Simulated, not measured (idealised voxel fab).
The following process module bears the name voxel transistor to metal.
The cross-section on display is named cut; it measures 215 nm wide, and its cells are 5 nm squares.
Cross-section spec: square-cell grid; bands listed top down; each band is one or more rows.
A band entry consists of two parts. The first gives the height of the band's top and the height of its bottom, in nm. The rest lists the band's materials from left to right, each with its width in nm. A single material labelled with the word "throughout" fills the band from edge to edge, and the word "blank" marks empty space.
Note: height 0 marks the level under which the wafer is uniformly one material as received. Lowest band unbounded below, written "0 nm and below".
So if you see something like "30..40" for the width, read it as the top row of the band sitting at the first number and the bottom row at the second, with every row in between moving by the same amount as the last.
A step reported as "left unchanged" is a step in which no cell of the cross-section changed.
This entry, "Completely enclosed voids", enumerates those empty regions of no fewer than 8 cells that possess no open connection to the top. Each region is reported in the form width x height at distance, the distance being taken from the left edge, with all three quantities expressed in nm.
The remark found on a step's line after its settings is issued by the simulator itself and pertains to that step.
For masked steps, "overlay nm" on the step line gives how far right of plan the mask actually lay; a minus sign means it lay to the left.
Below you will find pairs of cross-sections. In each, one shows the wafer before one process step and the other after it, with the after view ending at the lowest band that changed. Under each pair is the step separating them, along with its settings. Do not assume the pairs form a chain: they can come from different runs of this module on the same starting wafer, and a pair continues from the pair above it only when its "Structure before processing" entry says so.
[Structure before processing]
  35 nm to 20 nm: W throughout
  20 nm to 10 nm: 55 SiO2 / 5 TiN / 10 Ru / 5 TiN / 65 SiO2 / 5 TiN / 10 Ru / 5 TiN / 55 SiO2
  10 nm to 0 nm: 55 SiO2 / 5 TiN / 10 Ru / 5 TiN / 10 SiN / 5 HfO2 / 5 TiN / 25 W / 5 TiN / 5 HfO2 / 10 SiN / 5 TiN / 10 Ru / 5 TiN / 55 SiO2
  0 nm to -5 nm: 55 SiO2 / 5 TiN / 5 Ru / 10 TiN / 10 SiN / 5 HfO2 / 35 TiN / 5 HfO2 / 10 SiN / 10 TiN / 5 Ru / 5 TiN / 55 SiO2
  -5 nm to -10 nm: 55 SiO2 / 15 TiN / 5 pSi / 10 SiO2 / 45 HfO2 / 10 SiO2 / 5 pSi / 15 TiN / 55 SiO2
  -10 nm to -15 nm: 45 SiO2 / 30 pSi / 65 Si / 30 pSi / 45 SiO2
  -15 nm to -25 nm: 45 SiO2 / 125 Si / 45 SiO2
  -25 nm and below: Si throughout
  Completely enclosed voids: none
[Resulting Structure]
  40 nm to 35 nm: TiN throughout
  For the remainder of the cross-section, below 35, there is no change.
  Completely enclosed voids: none
What sits between those two cross-sections? op DIRECTIONAL_DEP | material TiN | thk nm 5
Structure before processing: look at the pair above, its after cross-section is where this step starts.
[Resulting Structure]
  55 nm to 40 nm: aC throughout
  For the remainder of the cross-section, below 40, there is no change.
  Completely enclosed voids: none
What sits between those two cross-sections? op DIRECTIONAL_DEP | material aC | thk nm 15
Structure before processing: look at the pair above, its after cross-section is where this step starts.
[Resulting Structure]
  90 nm to 55 nm: 55 blank / 20 resist / 65 blank / 20 resist / 55 blank
  For the remainder of the cross-section, below 55, there is no change.
  Completely enclosed voids: none
What sits between those two cross-sections? op PATTERN | tone cover | mask id METAL_1 | material resist | width nm 20 | pitch nm 85 | thk nm 35 | overlay nm 0
Structure before processing: look at the pair above, its after cross-section is where this step starts.
[Resulting Structure]
  75 nm to 55 nm: 55 blank / 20 resist / 65 blank / 20 resist / 55 blank
  55 nm to 40 nm: 55 blank / 20 aC / 65 blank / 20 aC / 55 blank
  For the remainder of the cross-section, below 40, there is no change.
  Completely enclosed voids: none
What sits between those two cross-sections? op DIRECTIONAL_ETCH | etch materials aC | depth nm 15
Structure before processing: look at the pair above, its after cross-section is where this step starts.
[Resulting Structure]
  55 nm to 40 nm: 55 blank / 20 aC / 65 blank / 20 aC / 55 blank
  For the remainder of the cross-section, below 40, there is no change.
  Completely enclosed voids: none
What sits between those two cross-sections? op STRIP | etch materials resist
Structure before processing: look at the pair above, its after cross-section is where this step starts.
[Resulting Structure]
  55 nm to 40 nm: 55 blank / 20 aC / 65 blank / 20 aC / 55 blank
  40 nm to 35 nm: 55 blank / 20 TiN / 65 blank / 20 TiN / 55 blank
  For the remainder of the cross-section, below 35, there is no change.
  Completely enclosed voids: none
What sits between those two cross-sections? op DIRECTIONAL_ETCH | etch materials TiN | depth nm 5
Structure before processing: look at the pair above, its after cross-section is where this step starts.
[Resulting Structure]
  40 nm to 35 nm: 55 blank / 20 TiN / 65 blank / 20 TiN / 55 blank
  For the remainder of the cross-section, below 35, there is no change.
  Completely enclosed voids: none
What sits between those two cross-sections? op STRIP | etch materials aC
Structure before processing: look at the pair above, its after cross-section is where this step starts.
[Resulting Structure]
  50 nm to 40 nm: lowk throughout
  40 nm to 35 nm: 55 lowk / 20 TiN / 65 lowk / 20 TiN / 55 lowk
  For the remainder of the cross-section, below 35, there is no change.
  Completely enclosed voids: none
What sits between those two cross-sections? op FILL_DEP | material lowk | thk nm 10
Structure before processing: look at the pair above, its after cross-section is where this step starts.
[Resulting Structure]
  40 nm to 35 nm: 55 lowk / 20 TiN / 65 lowk / 20 TiN / 55 lowk
  For the remainder of the cross-section, below 35, there is no change.
  Completely enclosed voids: none
What sits between those two cross-sections? op CMP | height nm 40
Structure before processing: look at the pair above, its after cross-section is where this step starts.
[Resulting Structure]
  45 nm to 40 nm: SiCN throughout
  For the remainder of the cross-section, below 40, there is no change.
  Completely enclosed voids: none
What sits between those two cross-sections? op CONFORMAL_DEP | material SiCN | thk nm 5
[Structure before processing]
  30 nm to 15 nm: 85 blank / 5 SiO2 / 35 SiCN / 5 SiO2 / 85 blank
  15 nm to -5 nm: 85 blank / 5 SiO2 / 35 polySi / 5 SiO2 / 85 blank
  -5 nm to -10 nm: SiO2 throughout
  -10 nm to -25 nm: 45 SiO2 / 125 Si / 45 SiO2
  -25 nm and below: Si throughout
  Completely enclosed voids: none
[Resulting Structure]
  35 nm to 30 nm: 80 blank / 55 SiN / 80 blank
  30 nm to 15 nm: 80 blank / 5 SiN / 5 SiO2 / 35 SiCN / 5 SiO2 / 5 SiN / 80 blank
  15 nm to 0 nm: 80 blank / 5 SiN / 5 SiO2 / 35 polySi / 5 SiO2 / 5 SiN / 80 blank
  0 nm to -5 nm: 85 SiN / 5 SiO2 / 35 polySi / 5 SiO2 / 85 SiN
  For the remainder of the cross-section, below -5, there is no change.
  Completely enclosed voids: none
What sits between those two cross-sections? op CONFORMAL_DEP | material SiN | thk nm 5
Structure before processing: look at the pair above, its after cross-section is where this step starts.
[Resulting Structure]
  30 nm to 25 nm: 85 blank / 5 SiO2 / 35 SiCN / 5 SiO2 / 85 blank
  25 nm to 15 nm: 80 blank / 5 SiN / 5 SiO2 / 35 SiCN / 5 SiO2 / 5 SiN / 80 blank
  15 nm to -5 nm: 80 blank / 5 SiN / 5 SiO2 / 35 polySi / 5 SiO2 / 5 SiN / 80 blank
  For the remainder of the cross-section, below -5, there is no change.
  Completely enclosed voids: none
What sits between those two cross-sections? op DIRECTIONAL_ETCH | etch materials SiN | depth nm 10
Structure before processing: look at the pair above, its after cross-section is where this step starts.
[Resulting Structure]
  30 nm to 25 nm: 90 blank / 35 SiCN / 90 blank
  25 nm to 15 nm: 80 blank / 5 SiN / 5 SiO2 / 35 SiCN / 5 SiO2 / 5 SiN / 80 blank
  15 nm to -5 nm: 80 blank / 5 SiN / 5 SiO2 / 35 polySi / 5 SiO2 / 5 SiN / 80 blank
  -5 nm to -10 nm: 80 blank / 55 SiO2 / 80 blank
  For the remainder of the cross-section, below -10, there is no change.
  Completely enclosed voids: none
What sits between those two cross-sections? op DIRECTIONAL_ETCH | etch materials SiO2 | depth nm 5
Structure before processing: look at the pair above, its after cross-section is where this step starts.
[Resulting Structure]
  30 nm to 25 nm: 90 blank / 35 SiCN / 90 blank
  25 nm to 15 nm: 80 blank / 5 SiN / 5 SiO2 / 35 SiCN / 5 SiO2 / 5 SiN / 80 blank
  15 nm to -5 nm: 80 blank / 5 SiN / 5 SiO2 / 35 polySi / 5 SiO2 / 5 SiN / 80 blank
  -5 nm to -10 nm: 80 blank / 55 SiO2 / 80 blank
  -10 nm to -15 nm: 45 SiO2 / 35 blank / 55 Si / 35 blank / 45 SiO2
  For the remainder of the cross-section, below -15, there is no change.
  Completely enclosed voids: none
What sits between those two cross-sections? op DIRECTIONAL_ETCH | etch materials Si | depth nm 5
Structure before processing: look at the pair above, its after cross-section is where this step starts.
[Resulting Structure]
  30 nm to 25 nm: 90 blank / 35 SiCN / 90 blank
  25 nm to 15 nm: 80 blank / 5 SiN / 5 SiO2 / 35 SiCN / 5 SiO2 / 5 SiN / 80 blank
  15 nm to -5 nm: 80 blank / 5 SiN / 5 SiO2 / 35 polySi / 5 SiO2 / 5 SiN / 80 blank
  -5 nm to -10 nm: 75 blank / 5 pSi / 55 SiO2 / 5 pSi / 75 blank
  -10 nm to -15 nm: 45 SiO2 / 35 pSi / 55 Si / 35 pSi / 45 SiO2
  For the remainder of the cross-section, below -15, there is no change.
  Completely enclosed voids: none
What sits between those two cross-sections? op EPI | material pSi | thk nm 5
Structure before processing: look at the pair above, its after cross-section is where this step starts.
[Resulting Structure]
  40 nm to 30 nm: SiO2 throughout
  30 nm to 25 nm: 90 SiO2 / 35 SiCN / 90 SiO2
  25 nm to 15 nm: 80 SiO2 / 5 SiN / 5 SiO2 / 35 SiCN / 5 SiO2 / 5 SiN / 80 SiO2
  15 nm to -5 nm: 80 SiO2 / 5 SiN / 5 SiO2 / 35 polySi / 5 SiO2 / 5 SiN / 80 SiO2
  -5 nm to -10 nm: 75 SiO2 / 5 pSi / 55 SiO2 / 5 pSi / 75 SiO2
  For the remainder of the cross-section, below -10, there is no change.
  Completely enclosed voids: none
What sits between those two cross-sections? op FILL_DEP | material SiO2 | thk nm 10
Structure before processing: look at the pair above, its after cross-section is where this step starts.
[Resulting Structure]
  15 nm to -5 nm: 80 SiO2 / 5 SiN / 5 SiO2 / 35 polySi / 5 SiO2 / 5 SiN / 80 SiO2
  For the remainder of the cross-section, below -5, there is no change.
  Completely enclosed voids: none
What sits between those two cross-sections? op CMP | height nm 15
Structure before processing: look at the pair above, its after cross-section is where this step starts.
[Resulting Structure]
  15 nm to -5 nm: 80 SiO2 / 5 SiN / 5 SiO2 / 35 blank / 5 SiO2 / 5 SiN / 80 SiO2
  For the remainder of the cross-section, below -5, there is no change.
  Completely enclosed voids: none
What sits between those two cross-sections? op STRIP | etch materials polySi
Structure before processing: look at the pair above, its after cross-section is where this step starts.
[Resulting Structure]
  15 nm to 10 nm: 80 blank / 5 SiN / 45 blank / 5 SiN / 80 blank
  10 nm to -5 nm: 80 SiO2 / 5 SiN / 45 blank / 5 SiN / 80 SiO2
  -5 nm to -10 nm: 75 SiO2 / 5 pSi / 5 SiO2 / 45 blank / 5 SiO2 / 5 pSi / 75 SiO2
  For the remainder of the cross-section, below -10, there is no change.
  Completely enclosed voids: none
What sits between those two cross-sections? op SELECTIVE_ETCH | etch materials SiO2 | depth nm 5
Structure before processing: look at the pair above, its after cross-section is where this step starts.
[Resulting Structure]
  20 nm to 15 nm: 75 blank / 15 HfO2 / 35 blank / 15 HfO2 / 75 blank
  15 nm to 10 nm: 80 HfO2 / 5 SiN / 5 HfO2 / 35 blank / 5 HfO2 / 5 SiN / 80 HfO2
  10 nm to -5 nm: 80 SiO2 / 5 SiN / 5 HfO2 / 35 blank / 5 HfO2 / 5 SiN / 80 SiO2
  -5 nm to -10 nm: 75 SiO2 / 5 pSi / 5 SiO2 / 45 HfO2 / 5 SiO2 / 5 pSi / 75 SiO2
  For the remainder of the cross-section, below -10, there is no change.
  Completely enclosed voids: none
What sits between those two cross-sections? op CONFORMAL_DEP | material HfO2 | thk nm 5
Structure before processing: look at the pair above, its after cross-section is where this step starts.
[Resulting Structure]
  25 nm to 20 nm: 70 blank / 25 TiN / 25 blank / 25 TiN / 70 blank
  20 nm to 15 nm: 75 TiN / 15 HfO2 / 5 TiN / 25 blank / 5 TiN / 15 HfO2 / 75 TiN
  15 nm to 10 nm: 80 HfO2 / 5 SiN / 5 HfO2 / 5 TiN / 25 blank / 5 TiN / 5 HfO2 / 5 SiN / 80 HfO2
  10 nm to 0 nm: 80 SiO2 / 5 SiN / 5 HfO2 / 5 TiN / 25 blank / 5 TiN / 5 HfO2 / 5 SiN / 80 SiO2
  0 nm to -5 nm: 80 SiO2 / 5 SiN / 5 HfO2 / 35 TiN / 5 HfO2 / 5 SiN / 80 SiO2
  For the remainder of the cross-section, below -5, there is no change.
  Completely enclosed voids: none
What sits between those two cross-sections? op CONFORMAL_DEP | material TiN | thk nm 5
Structure before processing: look at the pair above, its after cross-section is where this step starts.
[Resulting Structure]
  35 nm to 25 nm: W throughout
  25 nm to 20 nm: 70 W / 25 TiN / 25 W / 25 TiN / 70 W
  20 nm to 15 nm: 75 TiN / 15 HfO2 / 5 TiN / 25 W / 5 TiN / 15 HfO2 / 75 TiN
  15 nm to 10 nm: 80 HfO2 / 5 SiN / 5 HfO2 / 5 TiN / 25 W / 5 TiN / 5 HfO2 / 5 SiN / 80 HfO2
  10 nm to 0 nm: 80 SiO2 / 5 SiN / 5 HfO2 / 5 TiN / 25 W / 5 TiN / 5 HfO2 / 5 SiN / 80 SiO2
  For the remainder of the cross-section, below 0, there is no change.
  Completely enclosed voids: none
What sits between those two cross-sections? op FILL_DEP | material W | thk nm 10
Structure before processing: look at the pair above, its after cross-section is where this step starts.
[Resulting Structure]
  10 nm to 0 nm: 80 SiO2 / 5 SiN / 5 HfO2 / 5 TiN / 25 W / 5 TiN / 5 HfO2 / 5 SiN / 80 SiO2
  For the remainder of the cross-section, below 0, there is no change.
  Completely enclosed voids: none
What sits between those two cross-sections? op CMP | height nm 10
Structure before processing: look at the pair above, its after cross-section is where this step starts.
[Resulting Structure]
  20 nm to 10 nm: SiO2 throughout
  For the remainder of the cross-section, below 10, there is no change.
  Completely enclosed voids: none
What sits between those two cross-sections? op DIRECTIONAL_DEP | material SiO2 | thk nm 10
Structure before processing: look at the pair above, its after cross-section is where this step starts.
[Resulting Structure]
  35 nm to 20 nm: 55 resist / 20 blank / 65 resist / 20 blank / 55 resist
  For the remainder of the cross-section, below 20, there is no change.
  Completely enclosed voids: none
What sits between those two cross-sections? op PATTERN | tone open | mask id CONTACT | material resist | width nm 20 | pitch nm 85 | thk nm 15 | overlay nm 0
Structure before processing: look at the pair above, its after cross-section is where this step starts.
[Resulting Structure]
  35 nm to 20 nm: 55 resist / 20 blank / 65 resist / 20 blank / 55 resist
  20 nm to 10 nm: 55 SiO2 / 20 blank / 65 SiO2 / 20 blank / 55 SiO2
  10 nm to 0 nm: 55 SiO2 / 20 blank / 5 SiO2 / 5 SiN / 5 HfO2 / 5 TiN / 25 W / 5 TiN / 5 HfO2 / 5 SiN / 5 SiO2 / 20 blank / 55 SiO2
  0 nm to -5 nm: 55 SiO2 / 20 blank / 5 SiO2 / 5 SiN / 5 HfO2 / 35 TiN / 5 HfO2 / 5 SiN / 5 SiO2 / 20 blank / 55 SiO2
  -5 nm to -10 nm: 55 SiO2 / 20 blank / 5 pSi / 5 SiO2 / 45 HfO2 / 5 SiO2 / 5 pSi / 20 blank / 55 SiO2
  For the remainder of the cross-section, below -10, there is no change.
  Completely enclosed voids: none
What sits between those two cross-sections? op DIRECTIONAL_ETCH | etch materials SiO2 | depth nm 30
Structure before processing: look at the pair above, its after cross-section is where this step starts.
[Resulting Structure]
  20 nm to 10 nm: 55 SiO2 / 20 blank / 65 SiO2 / 20 blank / 55 SiO2
  For the remainder of the cross-section, below 10, there is no change.
  Completely enclosed voids: none
What sits between those two cross-sections? op STRIP | etch materials resist
Structure before processing: look at the pair above, its after cross-section is where this step starts.
[Resulting Structure]
  25 nm to 20 nm: 60 TiN / 10 blank / 75 TiN / 10 blank / 60 TiN
  20 nm to 10 nm: 55 SiO2 / 5 TiN / 10 blank / 5 TiN / 65 SiO2 / 5 TiN / 10 blank / 5 TiN / 55 SiO2
  10 nm to 0 nm: 55 SiO2 / 5 TiN / 10 blank / 5 TiN / 5 SiO2 / 5 SiN / 5 HfO2 / 5 TiN / 25 W / 5 TiN / 5 HfO2 / 5 SiN / 5 SiO2 / 5 TiN / 10 blank / 5 TiN / 55 SiO2
  0 nm to -5 nm: 55 SiO2 / 5 TiN / 10 blank / 5 TiN / 5 SiO2 / 5 SiN / 5 HfO2 / 35 TiN / 5 HfO2 / 5 SiN / 5 SiO2 / 5 TiN / 10 blank / 5 TiN / 55 SiO2
  -5 nm to -10 nm: 55 SiO2 / 20 TiN / 5 pSi / 5 SiO2 / 45 HfO2 / 5 SiO2 / 5 pSi / 20 TiN / 55 SiO2
  For the remainder of the cross-section, below -10, there is no change.
  Completely enclosed voids: none
What sits between those two cross-sections? op CONFORMAL_DEP | material TiN | thk nm 5
Structure before processing: look at the pair above, its after cross-section is where this step starts.
[Resulting Structure]
  30 nm to 25 nm: Ru throughout
  25 nm to 20 nm: 60 TiN / 10 Ru / 75 TiN / 10 Ru / 60 TiN
  20 nm to 10 nm: 55 SiO2 / 5 TiN / 10 Ru / 5 TiN / 65 SiO2 / 5 TiN / 10 Ru / 5 TiN / 55 SiO2
  10 nm to 0 nm: 55 SiO2 / 5 TiN / 10 Ru / 5 TiN / 5 SiO2 / 5 SiN / 5 HfO2 / 5 TiN / 25 W / 5 TiN / 5 HfO2 / 5 SiN / 5 SiO2 / 5 TiN / 10 Ru / 5 TiN / 55 SiO2
  0 nm to -5 nm: 55 SiO2 / 5 TiN / 10 Ru / 5 TiN / 5 SiO2 / 5 SiN / 5 HfO2 / 35 TiN / 5 HfO2 / 5 SiN / 5 SiO2 / 5 TiN / 10 Ru / 5 TiN / 55 SiO2
  For the remainder of the cross-section, below -5, there is no change.
  Completely enclosed voids: none
What sits between those two cross-sections? op FILL_DEP | material Ru | thk nm 5
Structure before processing: look at the pair above, its after cross-section is where this step starts.
[Resulting Structure]
  20 nm to 10 nm: 55 SiO2 / 5 TiN / 10 Ru / 5 TiN / 65 SiO2 / 5 TiN / 10 Ru / 5 TiN / 55 SiO2
  For the remainder of the cross-section, below 10, there is no change.
  Completely enclosed voids: none
What sits between those two cross-sections? op CMP | height nm 20
Structure before processing: look at the pair above, its after cross-section is where this step starts.
[Resulting Structure]
  25 nm to 20 nm: TiN throughout
  For the remainder of the cross-section, below 20, there is no change.
  Completely enclosed voids: none
What sits between those two cross-sections? op DIRECTIONAL_DEP | material TiN | thk nm 5
Structure before processing: look at the pair above, its after cross-section is where this step starts.
[Resulting Structure]
  40 nm to 25 nm: W throughout
  For the remainder of the cross-section, below 25, there is no change.
  Completely enclosed voids: none
What sits between those two cross-sections? op DIRECTIONAL_DEP | material W | thk nm 15
Structure before processing: look at the pair above, its after cross-section is where this step starts.
[Resulting Structure]
  55 nm to 40 nm: aC throughout
  For the remainder of the cross-section, below 40, there is no change.
  Completely enclosed voids: none
What sits between those two cross-sections? op DIRECTIONAL_DEP | material aC | thk nm 15
Structure before processing: look at the pair above, its after cross-section is where this step starts.
[Resulting Structure]
  90 nm to 55 nm: 55 blank / 20 resist / 65 blank / 20 resist / 55 blank
  For the remainder of the cross-section, below 55, there is no change.
  Completely enclosed voids: none
What sits between those two cross-sections? op PATTERN | tone cover | mask id METAL_1 | material resist | width nm 20 | pitch nm 85 | thk nm 35 | overlay nm 0
Structure before processing: look at the pair above, its after cross-section is where this step starts.
[Resulting Structure]
  75 nm to 55 nm: 55 blank / 20 resist / 65 blank / 20 resist / 55 blank
  55 nm to 40 nm: 55 blank / 20 aC / 65 blank / 20 aC / 55 blank
  For the remainder of the cross-section, below 40, there is no change.
  Completely enclosed voids: none
What sits between those two cross-sections? op DIRECTIONAL_ETCH | etch materials aC | depth nm 15
Structure before processing: look at the pair above, its after cross-section is where this step starts.
[Resulting Structure]
  55 nm to 40 nm: 55 blank / 20 aC / 65 blank / 20 aC / 55 blank
  For the remainder of the cross-section, below 40, there is no change.
  Completely enclosed voids: none
What sits between those two cross-sections? op STRIP | etch materials resist
Structure before processing: look at the pair above, its after cross-section is where this step starts.
[Resulting Structure]
  55 nm to 40 nm: 55 blank / 20 aC / 65 blank / 20 aC / 55 blank
  40 nm to 25 nm: 55 blank / 20 W / 65 blank / 20 W / 55 blank
  For the remainder of the cross-section, below 25, there is no change.
  Completely enclosed voids: none
What sits between those two cross-sections? op DIRECTIONAL_ETCH | etch materials W | depth nm 15
Structure before processing: look at the pair above, its after cross-section is where this step starts.
[Resulting Structure]
  55 nm to 40 nm: 55 blank / 20 aC / 65 blank / 20 aC / 55 blank
  40 nm to 25 nm: 55 blank / 20 W / 65 blank / 20 W / 55 blank
  25 nm to 20 nm: 55 blank / 20 TiN / 65 blank / 20 TiN / 55 blank
  For the remainder of the cross-section, below 20, there is no change.
  Completely enclosed voids: none
What sits between those two cross-sections? op DIRECTIONAL_ETCH | etch materials TiN | depth nm 5
Structure before processing: look at the pair above, its after cross-section is where this step starts.
[Resulting Structure]
  40 nm to 25 nm: 55 blank / 20 W / 65 blank / 20 W / 55 blank
  For the remainder of the cross-section, below 25, there is no change.
  Completely enclosed voids: none
What sits between those two cross-sections? op STRIP | etch materials aC
Structure before processing: look at the pair above, its after cross-section is where this step starts.
[Resulting Structure]
  50 nm to 40 nm: lowk throughout
  40 nm to 25 nm: 55 lowk / 20 W / 65 lowk / 20 W / 55 lowk
  25 nm to 20 nm: 55 lowk / 20 TiN / 65 lowk / 20 TiN / 55 lowk
  For the remainder of the cross-section, below 20, there is no change.
  Completely enclosed voids: none
What sits between those two cross-sections? op FILL_DEP | material lowk | thk nm 10
Structure before processing: look at the pair above, its after cross-section is where this step starts.
[Resulting Structure]
  40 nm to 25 nm: 55 lowk / 20 W / 65 lowk / 20 W / 55 lowk
  For the remainder of the cross-section, below 25, there is no change.
  Completely enclosed voids: none
What sits between those two cross-sections? op CMP | height nm 40
Structure before processing: look at the pair above, its after cross-section is where this step starts.
[Resulting Structure]
  45 nm to 40 nm: SiCN throughout
  For the remainder of the cross-section, below 40, there is no change.
  Completely enclosed voids: none
What sits between those two cross-sections? op CONFORMAL_DEP | material SiCN | thk nm 5
[Structure before processing]
  20 nm to 10 nm: SiO2 throughout
  10 nm to 0 nm: 75 SiO2 / 10 SiN / 5 HfO2 / 5 TiN / 25 W / 5 TiN / 5 HfO2 / 10 SiN / 75 SiO2
  0 nm to -5 nm: 75 SiO2 / 10 SiN / 5 HfO2 / 35 TiN / 5 HfO2 / 10 SiN / 75 SiO2
  -5 nm to -10 nm: 70 SiO2 / 5 pSi / 10 SiO2 / 45 HfO2 / 10 SiO2 / 5 pSi / 70 SiO2
  -10 nm to -15 nm: 45 SiO2 / 30 pSi / 65 Si / 30 pSi / 45 SiO2
  -15 nm to -25 nm: 45 SiO2 / 125 Si / 45 SiO2
  -25 nm and below: Si throughout
  Completely enclosed voids: none
[Resulting Structure]
  35 nm to 20 nm: 60 resist / 15 blank / 70 resist / 15 blank / 55 resist
  For the remainder of the cross-section, below 20, there is no change.
  Completely enclosed voids: none
What sits between those two cross-sections? op PATTERN | tone open | mask id CONTACT | material resist | width nm 15 | pitch nm 85 | thk nm 15 | overlay nm 0
Structure before processing: look at the pair above, its after cross-section is where this step starts.
[Resulting Structure]
  35 nm to 20 nm: 60 resist / 15 blank / 70 resist / 15 blank / 55 resist
  20 nm to 10 nm: 60 SiO2 / 15 blank / 70 SiO2 / 15 blank / 55 SiO2
  10 nm to 0 nm: 60 SiO2 / 15 blank / 10 SiN / 5 HfO2 / 5 TiN / 25 W / 5 TiN / 5 HfO2 / 10 SiN / 5 SiO2 / 15 blank / 55 SiO2
  0 nm to -5 nm: 60 SiO2 / 15 blank / 10 SiN / 5 HfO2 / 35 TiN / 5 HfO2 / 10 SiN / 5 SiO2 / 15 blank / 55 SiO2
  -5 nm to -10 nm: 60 SiO2 / 10 blank / 5 pSi / 10 SiO2 / 45 HfO2 / 10 SiO2 / 5 pSi / 15 blank / 55 SiO2
  For the remainder of the cross-section, below -10, there is no change.
  Completely enclosed voids: none
What sits between those two cross-sections? op DIRECTIONAL_ETCH | etch materials SiO2 | depth nm 30
Structure before processing: look at the pair above, its after cross-section is where this step starts.
[Resulting Structure]
  20 nm to 10 nm: 60 SiO2 / 15 blank / 70 SiO2 / 15 blank / 55 SiO2
  For the remainder of the cross-section, below 10, there is no change.
  Completely enclosed voids: none
What sits between those two cross-sections? op STRIP | etch materials resist
Structure before processing: look at the pair above, its after cross-section is where this step starts.
[Resulting Structure]
  25 nm to 20 nm: 65 TiN / 5 blank / 80 TiN / 5 blank / 60 TiN
  20 nm to 10 nm: 60 SiO2 / 5 TiN / 5 blank / 5 TiN / 70 SiO2 / 5 TiN / 5 blank / 5 TiN / 55 SiO2
  10 nm to 0 nm: 60 SiO2 / 5 TiN / 5 blank / 5 TiN / 10 SiN / 5 HfO2 / 5 TiN / 25 W / 5 TiN / 5 HfO2 / 10 SiN / 5 SiO2 / 5 TiN / 5 blank / 5 TiN / 55 SiO2
  0 nm to -5 nm: 60 SiO2 / 15 TiN / 10 SiN / 5 HfO2 / 35 TiN / 5 HfO2 / 10 SiN / 5 SiO2 / 5 TiN / 5 blank / 5 TiN / 55 SiO2
  -5 nm to -10 nm: 60 SiO2 / 10 TiN / 5 pSi / 10 SiO2 / 45 HfO2 / 10 SiO2 / 5 pSi / 15 TiN / 55 SiO2
  For the remainder of the cross-section, below -10, there is no change.
  Completely enclosed voids: none
What sits between those two cross-sections? op CONFORMAL_DEP | material TiN | thk nm 5
Structure before processing: look at the pair above, its after cross-section is where this step starts.
[Resulting Structure]
  30 nm to 25 nm: Ru throughout
  25 nm to 20 nm: 65 TiN / 5 Ru / 80 TiN / 5 Ru / 60 TiN
  20 nm to 10 nm: 60 SiO2 / 5 TiN / 5 Ru / 5 TiN / 70 SiO2 / 5 TiN / 5 Ru / 5 TiN / 55 SiO2
  10 nm to 0 nm: 60 SiO2 / 5 TiN / 5 Ru / 5 TiN / 10 SiN / 5 HfO2 / 5 TiN / 25 W / 5 TiN / 5 HfO2 / 10 SiN / 5 SiO2 / 5 TiN / 5 Ru / 5 TiN / 55 SiO2
  0 nm to -5 nm: 60 SiO2 / 15 TiN / 10 SiN / 5 HfO2 / 35 TiN / 5 HfO2 / 10 SiN / 5 SiO2 / 5 TiN / 5 Ru / 5 TiN / 55 SiO2
  For the remainder of the cross-section, below -5, there is no change.
  Completely enclosed voids: none
What sits between those two cross-sections? op FILL_DEP | material Ru | thk nm 5
Structure before processing: look at the pair above, its after cross-section is where this step starts.
[Resulting Structure]
  20 nm to 10 nm: 60 SiO2 / 5 TiN / 5 Ru / 5 TiN / 70 SiO2 / 5 TiN / 5 Ru / 5 TiN / 55 SiO2
  For the remainder of the cross-section, below 10, there is no change.
  Completely enclosed voids: none
What sits between those two cross-sections? op CMP | height nm 20
Structure before processing: look at the pair above, its after cross-section is where this step starts.
[Resulting Structure]
  25 nm to 20 nm: TiN throughout
  For the remainder of the cross-section, below 20, there is no change.
  Completely enclosed voids: none
What sits between those two cross-sections? op DIRECTIONAL_DEP | material TiN | thk nm 5
Structure before processing: look at the pair above, its after cross-section is where this step starts.
[Resulting Structure]
  40 nm to 25 nm: W throughout
  For the remainder of the cross-section, below 25, there is no change.
  Completely enclosed voids: none
What sits between those two cross-sections? op DIRECTIONAL_DEP | material W | thk nm 15
Structure before processing: look at the pair above, its after cross-section is where this step starts.
[Resulting Structure]
  55 nm to 40 nm: aC throughout
  For the remainder of the cross-section, below 40, there is no change.
  Completely enclosed voids: none
What sits between those two cross-sections? op DIRECTIONAL_DEP | material aC | thk nm 15
Structure before processing: look at the pair above, its after cross-section is where this step starts.
[Resulting Structure]
  90 nm to 55 nm: 55 blank / 20 resist / 65 blank / 20 resist / 55 blank
  For the remainder of the cross-section, below 55, there is no change.
  Completely enclosed voids: none
What sits between those two cross-sections? op PATTERN | tone cover | mask id METAL_1 | material resist | width nm 20 | pitch nm 85 | thk nm 35 | overlay nm 0
Structure before processing: look at the pair above, its after cross-section is where this step starts.
[Resulting Structure]
  75 nm to 55 nm: 55 blank / 20 resist / 65 blank / 20 resist / 55 blank
  55 nm to 40 nm: 55 blank / 20 aC / 65 blank / 20 aC / 55 blank
  For the remainder of the cross-section, below 40, there is no change.
  Completely enclosed voids: none
What sits between those two cross-sections? op DIRECTIONAL_ETCH | etch materials aC | depth nm 15
Structure before processing: look at the pair above, its after cross-section is where this step starts.
[Resulting Structure]
  55 nm to 40 nm: 55 blank / 20 aC / 65 blank / 20 aC / 55 blank
  For the remainder of the cross-section, below 40, there is no change.
  Completely enclosed voids: none
What sits between those two cross-sections? op STRIP | etch materials resist
Structure before processing: look at the pair above, its after cross-section is where this step starts.
[Resulting Structure]
  55 nm to 40 nm: 55 blank / 20 aC / 65 blank / 20 aC / 55 blank
  40 nm to 25 nm: 55 blank / 20 W / 65 blank / 20 W / 55 blank
  For the remainder of the cross-section, below 25, there is no change.
  Completely enclosed voids: none
What sits between those two cross-sections? op DIRECTIONAL_ETCH | etch materials W | depth nm 15
Structure before processing: look at the pair above, its after cross-section is where this step starts.
[Resulting Structure]
  55 nm to 40 nm: 55 blank / 20 aC / 65 blank / 20 aC / 55 blank
  40 nm to 25 nm: 55 blank / 20 W / 65 blank / 20 W / 55 blank
  25 nm to 20 nm: 55 blank / 20 TiN / 65 blank / 20 TiN / 55 blank
  For the remainder of the cross-section, below 20, there is no change.
  Completely enclosed voids: none
What sits between those two cross-sections? op DIRECTIONAL_ETCH | etch materials TiN | depth nm 5
Structure before processing: look at the pair above, its after cross-section is where this step starts.
[Resulting Structure]
  40 nm to 25 nm: 55 blank / 20 W / 65 blank / 20 W / 55 blank
  For the remainder of the cross-section, below 25, there is no change.
  Completely enclosed voids: none
What sits between those two cross-sections? op STRIP | etch materials aC
Structure before processing: look at the pair above, its after cross-section is where this step starts.
[Resulting Structure]
  50 nm to 40 nm: lowk throughout
  40 nm to 25 nm: 55 lowk / 20 W / 65 lowk / 20 W / 55 lowk
  25 nm to 20 nm: 55 lowk / 20 TiN / 65 lowk / 20 TiN / 55 lowk
  For the remainder of the cross-section, below 20, there is no change.
  Completely enclosed voids: none
What sits between those two cross-sections? op FILL_DEP | material lowk | thk nm 10
